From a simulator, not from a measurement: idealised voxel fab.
process module | voxel gate over fins
cross-section cut | 170 nm wide | cells 5 nm
A cross-section is a grid of square cells, given in bands from the top down. A band is one or more rows of cells.
Each band's line starts with the height of the band's top and of its bottom, in nm. Then come its materials from left to right, each with its width in nm. One material with "throughout" fills the band from edge to edge. "air" is empty space.
Height 0 is the level under which the wafer as received is all one material. The lowest band goes on downwards, as in "0 down".
A width such as "30 to 40" changes by the same amount from each row of cells to the next, from the band's top row to its bottom row.
"no change" after a step means that no cell of the cross-section changed.
closed voids: empty space of 8 cells or more with no open way to the top, each as width x height at its distance from the left edge, in nm
after a step's settings: what the simulator itself notes on the step
overlay nm, on a step with a mask: how far to the right of its planned place the mask lay; to the left if negative
Each pair below shows a cross-section before one step and the cross-section after it, down to the lowest band that changed. The line under each pair gives the step between them, with its settings. The pairs can come from different runs of this module on the same starting wafer, so a pair continues from the pair above only where its "before" says so.
before
  10 to 0: SiO2 45 | SiN 15 | SiO2 20 | air 15 | SiO2 10 | SiN 15 | SiO2 50
  0 to -20: SiO2 50 | Si 5 | SiO2 25 | air 15 | SiO2 15 | Si 5 | SiO2 55
  -20 to -25: SiO2 50 | Si 5 | SiO2 25 | TiN 5 | Ru 5 | TiN 5 | SiO2 15 | Si 5 | SiO2 55
  -25 to -30: SiO2 50 | Si 5 | SiO2 25 | TiN 15 | SiO2 15 | Si 5 | SiO2 55
  -30 to -40: SiO2 50 | Si 5 | SiO2 55 | Si 5 | SiO2 55
  -40 down: Si throughout
  closed voids: none
after
  15 to 10: SiO2 throughout
  10 to 0: SiO2 45 | SiN 15 | SiO2 45 | SiN 15 | SiO2 50
  0 to -20: SiO2 50 | Si 5 | SiO2 55 | Si 5 | SiO2 55
  below -20: unchanged
  closed voids: none
the step between: op FILL_DEP | material SiO2 | thk nm 5
before: the cross-section after the pair above
after
  10 to 0: SiO2 45 | SiN 15 | SiO2 45 | SiN 15 | SiO2 50
  below 0: unchanged
  closed voids: none
the step between: op CMP | height nm 10
before: the cross-section after the pair above
after
  10 to 0: air 45 | SiN 15 | air 45 | SiN 15 | air 50
  0 to -15: air 50 | Si 5 | air 55 | Si 5 | air 55
  below -15: unchanged
  closed voids: none
the step between: op SELECTIVE_ETCH | etch materials SiO2 | depth nm 25
before: the cross-section after the pair above
after
  0 to -15: air 50 | Si 5 | air 55 | Si 5 | air 55
  below -15: unchanged
  closed voids: none
the step between: op STRIP | etch materials SiN
before: the cross-section after the pair above
after
  5 to 0: air 45 | HfO2 15 | air 45 | HfO2 15 | air 50
  0 to -10: air 45 | HfO2 5 | Si 5 | HfO2 5 | air 45 | HfO2 5 | Si 5 | HfO2 5 | air 50
  -10 to -15: HfO2 50 | Si 5 | HfO2 55 | Si 5 | HfO2 55
  below -15: unchanged
  closed voids: none
the step between: op CONFORMAL_DEP | material HfO2 | thk nm 5
before: the cross-section after the pair above
after
  10 to 5: air 40 | TiN 25 | air 35 | TiN 25 | air 45
  5 to 0: air 40 | TiN 5 | HfO2 15 | TiN 5 | air 35 | TiN 5 | HfO2 15 | TiN 5 | air 45
  0 to -5: air 40 | TiN 5 | HfO2 5 | Si 5 | HfO2 5 | TiN 5 | air 35 | TiN 5 | HfO2 5 | Si 5 | HfO2 5 | TiN 5 | air 45
  -5 to -10: TiN 45 | HfO2 5 | Si 5 | HfO2 5 | TiN 45 | HfO2 5 | Si 5 | HfO2 5 | TiN 50
  below -10: unchanged
  closed voids: none
the step between: op CONFORMAL_DEP | material TiN | thk nm 5
before: the cross-section after the pair above
after
  15 to 10: air 35 | TiAl 35 | air 25 | TiAl 35 | air 40
  10 to 5: air 35 | TiAl 5 | TiN 25 | TiAl 5 | air 25 | TiAl 5 | TiN 25 | TiAl 5 | air 40
  5 to 0: air 35 | TiAl 5 | TiN 5 | HfO2 15 | TiN 5 | TiAl 5 | air 25 | TiAl 5 | TiN 5 | HfO2 15 | TiN 5 | TiAl 5 | air 40
  0 to -5: TiAl 40 | TiN 5 | HfO2 5 | Si 5 | HfO2 5 | TiN 5 | TiAl 35 | TiN 5 | HfO2 5 | Si 5 | HfO2 5 | TiN 5 | TiAl 45
  below -5: unchanged
  closed voids: none
the step between: op CONFORMAL_DEP | material TiAl | thk nm 5
before: the cross-section after the pair above
after
  20 to 15: air 30 | TiN 45 | air 15 | TiN 45 | air 35
  15 to 10: air 30 | TiN 5 | TiAl 35 | TiN 5 | air 15 | TiN 5 | TiAl 35 | TiN 5 | air 35
  10 to 5: air 30 | TiN 5 | TiAl 5 | TiN 25 | TiAl 5 | TiN 5 | air 15 | TiN 5 | TiAl 5 | TiN 25 | TiAl 5 | TiN 5 | air 35
  5 to 0: TiN 35 | TiAl 5 | TiN 5 | HfO2 15 | TiN 5 | TiAl 5 | TiN 25 | TiAl 5 | TiN 5 | HfO2 15 | TiN 5 | TiAl 5 | TiN 40
  below 0: unchanged
  closed voids: none
the step between: op CONFORMAL_DEP | material TiN | thk nm 5
before: the cross-section after the pair above
after
  35 to 20: W throughout
  20 to 15: W 30 | TiN 45 | W 15 | TiN 45 | W 35
  15 to 10: W 30 | TiN 5 | TiAl 35 | TiN 5 | W 15 | TiN 5 | TiAl 35 | TiN 5 | W 35
  10 to 5: W 30 | TiN 5 | TiAl 5 | TiN 25 | TiAl 5 | TiN 5 | W 15 | TiN 5 | TiAl 5 | TiN 25 | TiAl 5 | TiN 5 | W 35
  below 5: unchanged
  closed voids: none
the step between: op FILL_DEP | material W | thk nm 15
before: the cross-section after the pair above
after
  30 to 20: W throughout
  below 20: unchanged
  closed voids: none
the step between: op CMP | height nm 30
before: the cross-section after the pair above
after
  35 to 30: SiCN throughout
  below 30: unchanged
  closed voids: none
the step between: op CONFORMAL_DEP | material SiCN | thk nm 5
before
  20 to 15: air 30 | TiN 45 | air 15 | TiN 45 | air 35
  15 to 10: air 30 | TiN 5 | TiAl 35 | TiN 5 | air 15 | TiN 5 | TiAl 35 | TiN 5 | air 35
  10 to 5: air 30 | TiN 5 | TiAl 5 | TiN 25 | TiAl 5 | TiN 5 | air 15 | TiN 5 | TiAl 5 | TiN 25 | TiAl 5 | TiN 5 | air 35
  5 to 0: TiN 35 | TiAl 5 | TiN 5 | HfO2 15 | TiN 5 | TiAl 5 | TiN 25 | TiAl 5 | TiN 5 | HfO2 15 | TiN 5 | TiAl 5 | TiN 40
  0 to -5: TiAl 40 | TiN 5 | HfO2 5 | Si 5 | HfO2 5 | TiN 5 | TiAl 35 | TiN 5 | HfO2 5 | Si 5 | HfO2 5 | TiN 5 | TiAl 45
  -5 to -10: TiN 45 | HfO2 5 | Si 5 | HfO2 5 | TiN 45 | HfO2 5 | Si 5 | HfO2 5 | TiN 50
  -10 to -15: HfO2 50 | Si 5 | HfO2 55 | Si 5 | HfO2 55
  -15 to -20: SiO2 50 | Si 5 | SiO2 55 | Si 5 | SiO2 55
  -20 to -25: SiO2 50 | Si 5 | SiO2 20 | TiN 5 | Ru 5 | TiN 5 | SiO2 20 | Si 5 | SiO2 55
  -25 to -30: SiO2 50 | Si 5 | SiO2 20 | TiN 15 | SiO2 20 | Si 5 | SiO2 55
  -30 to -40: SiO2 50 | Si 5 | SiO2 55 | Si 5 | SiO2 55
  -40 down: Si throughout
  closed voids: none
after
  35 to 15: TiN throughout
  15 to 10: TiN 35 | TiAl 35 | TiN 25 | TiAl 35 | TiN 40
  10 to 5: TiN 35 | TiAl 5 | TiN 25 | TiAl 5 | TiN 25 | TiAl 5 | TiN 25 | TiAl 5 | TiN 40
  below 5: unchanged
  closed voids: none
the step between: op FILL_DEP | material TiN | thk nm 15
before: the cross-section after the pair above
after
  30 to 15: TiN throughout
  below 15: unchanged
  closed voids: none
the step between: op CMP | height nm 30
before: the cross-section after the pair above
after
  35 to 30: SiCN throughout
  below 30: unchanged
  closed voids: none
the step between: op CONFORMAL_DEP | material SiCN | thk nm 5
before
  20 to 10: aC throughout
  10 to 0: SiN throughout
  0 down: Si throughout
  closed voids: none
after
  50 to 20: resist 45 | air 15 | resist 45 | air 15 | resist 50
  below 20: unchanged
  closed voids: none
the step between: op PATTERN | tone open | mask id FINS | material resist | width nm 15 | pitch nm 60 | thk nm 30 | overlay nm 0
before: the cross-section after the pair above
after
  40 to 20: resist 45 | air 15 | resist 45 | air 15 | resist 50
  20 to 10: aC 45 | air 15 | aC 45 | air 15 | aC 50
  below 10: unchanged
  closed voids: none
the step between: op DIRECTIONAL_ETCH | etch materials aC | depth nm 10
before: the cross-section after the pair above
after
  20 to 10: aC 45 | air 15 | aC 45 | air 15 | aC 50
  below 10: unchanged
  closed voids: none
the step between: op STRIP | etch materials resist
before: the cross-section after the pair above
after
  20 to 10: aC 45 | air 15 | aC 45 | air 15 | aC 50
  10 to 0: SiN 45 | air 15 | SiN 45 | air 15 | SiN 50
  below 0: unchanged
  closed voids: none
the step between: op DIRECTIONAL_ETCH | etch materials SiN | depth nm 10
before: the cross-section after the pair above
after
  20 to 10: aC 45 | air 15 | aC 45 | air 15 | aC 50
  10 to 0: SiN 45 | air 15 | SiN 45 | air 15 | SiN 50
  0 to -35: Si 45 | air 15 | Si 45 | air 15 | Si 50
  below -35: unchanged
  closed voids: none
the step between: op DIRECTIONAL_ETCH | etch materials Si | depth nm 35
before: the cross-section after the pair above
after
  10 to 0: SiN 45 | air 15 | SiN 45 | air 15 | SiN 50
  below 0: unchanged
  closed voids: none
the step between: op STRIP | etch materials aC
before: the cross-section after the pair above
after
  10 to 0: SiN 45 | air 15 | SiN 45 | air 15 | SiN 50
  0 to -35: Si 40 | SiO2 5 | air 15 | SiO2 5 | Si 35 | SiO2 5 | air 15 | SiO2 5 | Si 45
  -35 to -40: Si 40 | SiO2 25 | Si 35 | SiO2 25 | Si 45
  below -40: unchanged
  closed voids: none
the step between: op OXIDIZE | depth nm 5
before: the cross-section after the pair above
after
  15 to 10: SiO2 throughout
  10 to 0: SiN 45 | SiO2 15 | SiN 45 | SiO2 15 | SiN 50
  0 to -40: Si 40 | SiO2 25 | Si 35 | SiO2 25 | Si 45
  below -40: unchanged
  closed voids: none
the step between: op FILL_DEP | material SiO2 | thk nm 5
before: the cross-section after the pair above
after
  10 to 0: SiN 45 | SiO2 15 | SiN 45 | SiO2 15 | SiN 50
  below 0: unchanged
  closed voids: none
the step between: op CMP | height nm 10
before: the cross-section after the pair above
after
  25 to 10: aC throughout
  below 10: unchanged
  closed voids: none
the step between: op DIRECTIONAL_DEP | material aC | thk nm 15
before: the cross-section after the pair above
after
  55 to 25: resist 75 | air 15 | resist 80
  below 25: unchanged
  closed voids: none
the step between: op PATTERN | tone open | mask id RAIL | material resist | width nm 15 | thk nm 30 | overlay nm 0
before: the cross-section after the pair above
after
  40 to 25: resist 75 | air 15 | resist 80
  25 to 10: aC 75 | air 15 | aC 80
  below 10: unchanged
  closed voids: none
the step between: op DIRECTIONAL_ETCH | etch materials aC | depth nm 15
before: the cross-section after the pair above
after
  25 to 10: aC 75 | air 15 | aC 80
  below 10: unchanged
  closed voids: none
the step between: op STRIP | etch materials resist
before: the cross-section after the pair above
after
  10 to 0: SiN 45 | SiO2 15 | SiN 45 | SiO2 15 | SiN 50
  below 0: unchanged
  closed voids: none
the step between: op STRIP | etch materials aC
before: the cross-section after the pair above
after
  15 to 10: TiN throughout
  below 10: unchanged
  closed voids: none
the step between: op CONFORMAL_DEP | material TiN | thk nm 5
before: the cross-section after the pair above
after
  25 to 15: Ru throughout
  below 15: unchanged
  closed voids: none
the step between: op FILL_DEP | material Ru | thk nm 10
before: the cross-section after the pair above
after
  10 to 0: SiN 45 | SiO2 15 | SiN 45 | SiO2 15 | SiN 50
  below 0: unchanged
  closed voids: none
the step between: op CMP | height nm 10
before: the cross-section after the pair above
after
  15 to 10: SiO2 throughout
  below 10: unchanged
  closed voids: none
the step between: op FILL_DEP | material SiO2 | thk nm 5
before
  10 to 0: SiN 45 | SiO2 15 | SiN 45 | SiO2 15 | SiN 50
  0 to -40: Si 40 | SiO2 25 | Si 35 | SiO2 25 | Si 45
  -40 down: Si throughout
  closed voids: none
after
  10 to 0: SiN 45 | air 15 | SiN 45 | air 15 | SiN 50
  0 to -15: Si 40 | air 25 | Si 35 | air 25 | Si 45
  below -15: unchanged
  closed voids: none
the step between: op SELECTIVE_ETCH | etch materials SiO2 | depth nm 25
before: the cross-section after the pair above
after
  0 to -15: Si 40 | air 25 | Si 35 | air 25 | Si 45
  below -15: unchanged
  closed voids: none
the step between: op STRIP | etch materials SiN
before: the cross-section after the pair above
after
  5 to 0: HfO2 45 | air 15 | HfO2 45 | air 15 | HfO2 50
  0 to -10: Si 40 | HfO2 5 | air 15 | HfO2 5 | Si 35 | HfO2 5 | air 15 | HfO2 5 | Si 45
  -10 to -15: Si 40 | HfO2 25 | Si 35 | HfO2 25 | Si 45
  below -15: unchanged
  closed voids: none
the step between: op CONFORMAL_DEP | material HfO2 | thk nm 5
before: the cross-section after the pair above
after
  10 to 5: TiN 50 | air 5 | TiN 55 | air 5 | TiN 55
  5 to 0: HfO2 45 | TiN 5 | air 5 | TiN 5 | HfO2 45 | TiN 5 | air 5 | TiN 5 | HfO2 50
  0 to -5: Si 40 | HfO2 5 | TiN 5 | air 5 | TiN 5 | HfO2 5 | Si 35 | HfO2 5 | TiN 5 | air 5 | TiN 5 | HfO2 5 | Si 45
  -5 to -10: Si 40 | HfO2 5 | TiN 15 | HfO2 5 | Si 35 | HfO2 5 | TiN 15 | HfO2 5 | Si 45
  below -10: unchanged
  closed voids: none
the step between: op CONFORMAL_DEP | material TiN | thk nm 5
before: the cross-section after the pair above
after
  15 to 10: TiAl throughout
  10 to 5: TiN 50 | TiAl 5 | TiN 55 | TiAl 5 | TiN 55
  5 to 0: HfO2 45 | TiN 5 | TiAl 5 | TiN 5 | HfO2 45 | TiN 5 | TiAl 5 | TiN 5 | HfO2 50
  0 to -5: Si 40 | HfO2 5 | TiN 5 | TiAl 5 | TiN 5 | HfO2 5 | Si 35 | HfO2 5 | TiN 5 | TiAl 5 | TiN 5 | HfO2 5 | Si 45
  below -5: unchanged
  closed voids: none
the step between: op CONFORMAL_DEP | material TiAl | thk nm 5
before: the cross-section after the pair above
after
  20 to 15: TiN throughout
  below 15: unchanged
  closed voids: none
the step between: op CONFORMAL_DEP | material TiN | thk nm 5
before: the cross-section after the pair above
after
  35 to 20: W throughout
  below 20: unchanged
  closed voids: none
the step between: op FILL_DEP | material W | thk nm 15
before: the cross-section after the pair above
after
  30 to 20: W throughout
  below 20: unchanged
  closed voids: none
the step between: op CMP | height nm 30
before: the cross-section after the pair above
after
  35 to 30: SiCN throughout
  below 30: unchanged
  closed voids: none
the step between: op CONFORMAL_DEP | material SiCN | thk nm 5
